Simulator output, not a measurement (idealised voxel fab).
This is a process module. Its name is voxel self aligned vias.
For reference, the cross-section in this document is cut, with width 245 nm and square cells of 5 nm.
Cross-section layout: square cells on a grid; listed as bands, top to bottom; a band spans one or more cell rows. Band: top height; bottom height; in nm. Then, left to right: material with width in nm, for each material. "throughout": a single material spanning edge to edge. "empty": empty space. Height 0 is the level under which the wafer as received is all one material. The lowest band goes on downwards, as in "0 nm and below". The notation "30 to 40" denotes a width that varies across the rows of cells in the band, beginning at the first number in the top row, finishing at the second number in the bottom row, and changing by an identical amount from each row to the next. Where the words "no change" appear for a step, the cross-section shows no cell changed by that step; every cell remained as before. "Closed cavity list" contains a list of empty spaces, each no smaller than 8 cells and without an open way to the top, written in the form width x height at distance with the distance from the left edge and all three in nm. That trailing text on a step's line, after the settings, is the simulator's own remark on the step. overlay nm: step with mask; distance mask lay right of planned place; negative value = left of planned place.

# Steps planned for the process
1) RECEIVE [material Si]
2) CONFORMAL_DEP [material SiO2] [thk nm 10]
3) CONFORMAL_DEP [material SiCN] [thk nm 5]
4) DIRECTIONAL_DEP [material lowk] [thk nm 30]
5) MASKED_ETCH [tone open] [mask id LINES] [width nm 25] [pitch nm 50] [etch materials lowk] [depth nm 30] [overlay nm 0]
6) CONFORMAL_DEP [material TiN] [thk nm 5]
7) FILL_DEP [material Ru] [thk nm 5]
8) CMP [height nm 45]
9) SELECTIVE_ETCH [etch materials W Ru TiN] [depth nm 5]
10) FILL_DEP [material SiN] [thk nm 10]
11) CMP [height nm 45]
12) DIRECTIONAL_DEP [material lowk] [thk nm 20]
13) DIRECTIONAL_DEP [material aC] [thk nm 10]
14) PATTERN [tone open] [mask id VIAS] [material resist] [width nm 35] [pitch nm 50] [thk nm 25] [overlay nm 0]
15) DIRECTIONAL_ETCH [etch materials aC] [depth nm 10]
16) STRIP [etch materials resist]
17) DIRECTIONAL_ETCH [etch materials lowk] [depth nm 20]
18) DIRECTIONAL_ETCH [etch materials SiN] [depth nm 5]
19) STRIP [etch materials aC]
20) CONFORMAL_DEP [material TiN] [thk nm 5]
21) FILL_DEP [material Ru] [thk nm 10]
22) CMP [height nm 65]
23) CONFORMAL_DEP [material SiCN] [thk nm 5]

# as received, after step 1
	0 nm and below = Si throughout
	Closed cavity list: none

# Cross-section: first of two wafers, module finished, run according to plan
	70 nm to 65 nm = SiCN throughout
	65 nm to 50 nm = 80 nm lowk; 5 nm TiN; 25 nm Ru; 5 nm TiN; 15 nm lowk; 5 nm TiN; 25 nm Ru; 5 nm TiN; 80 nm lowk
	50 nm to 45 nm = 80 nm lowk; 10 nm TiN; 15 nm Ru; 10 nm TiN; 15 nm lowk; 10 nm TiN; 15 nm Ru; 10 nm TiN; 80 nm lowk
	45 nm to 40 nm = 85 nm lowk; 25 nm TiN; 25 nm lowk; 25 nm TiN; 85 nm lowk
	40 nm to 20 nm = 85 nm lowk; 5 nm TiN; 15 nm Ru; 5 nm TiN; 25 nm lowk; 5 nm TiN; 15 nm Ru; 5 nm TiN; 85 nm lowk
	20 nm to 15 nm = 85 nm lowk; 25 nm TiN; 25 nm lowk; 25 nm TiN; 85 nm lowk
	15 nm to 10 nm = SiCN throughout
	10 nm to 0 nm = SiO2 throughout
	0 nm and below = Si throughout
	Closed cavity list: none

# Wafer two, sectioned after the module: the first wafer's start, the first wafer's plan, and one mistake in how it was run
	70 nm to 65 nm = SiCN throughout
	65 nm to 50 nm = 80 nm lowk; 5 nm TiN; 25 nm Ru; 5 nm TiN; 15 nm lowk; 5 nm TiN; 25 nm Ru; 5 nm TiN; 80 nm lowk
	50 nm to 45 nm = 80 nm lowk; 35 nm TiN; 15 nm lowk; 35 nm TiN; 80 nm lowk
	45 nm to 40 nm = 80 nm SiN; 5 nm TiN; 25 nm lowk; 5 nm TiN; 15 nm SiN; 5 nm TiN; 25 nm lowk; 5 nm TiN; 80 nm SiN
	40 nm to 20 nm = 80 nm Ru; 5 nm TiN; 25 nm lowk; 5 nm TiN; 15 nm Ru; 5 nm TiN; 25 nm lowk; 5 nm TiN; 80 nm Ru
	20 nm to 15 nm = 85 nm TiN; 25 nm lowk; 25 nm TiN; 25 nm lowk; 85 nm TiN
	15 nm to 10 nm = SiCN throughout
	10 nm to 0 nm = SiO2 throughout
	0 nm and below = Si throughout
	Closed cavity list: none
Want to know what went wrong? it should be noted that step 5 was executed with settings other than those planned, the operation and settings actually applied being MASKED_ETCH [tone cover] [mask id LINES] [width nm 25] [pitch nm 50] [etch materials lowk] [depth nm 30] [overlay nm 0]
Final cells, second wafer relative to first, materials higher or lower: Ru: 110 more | SiN: 35 more | TiN: 29 more | lowk: 174 fewer
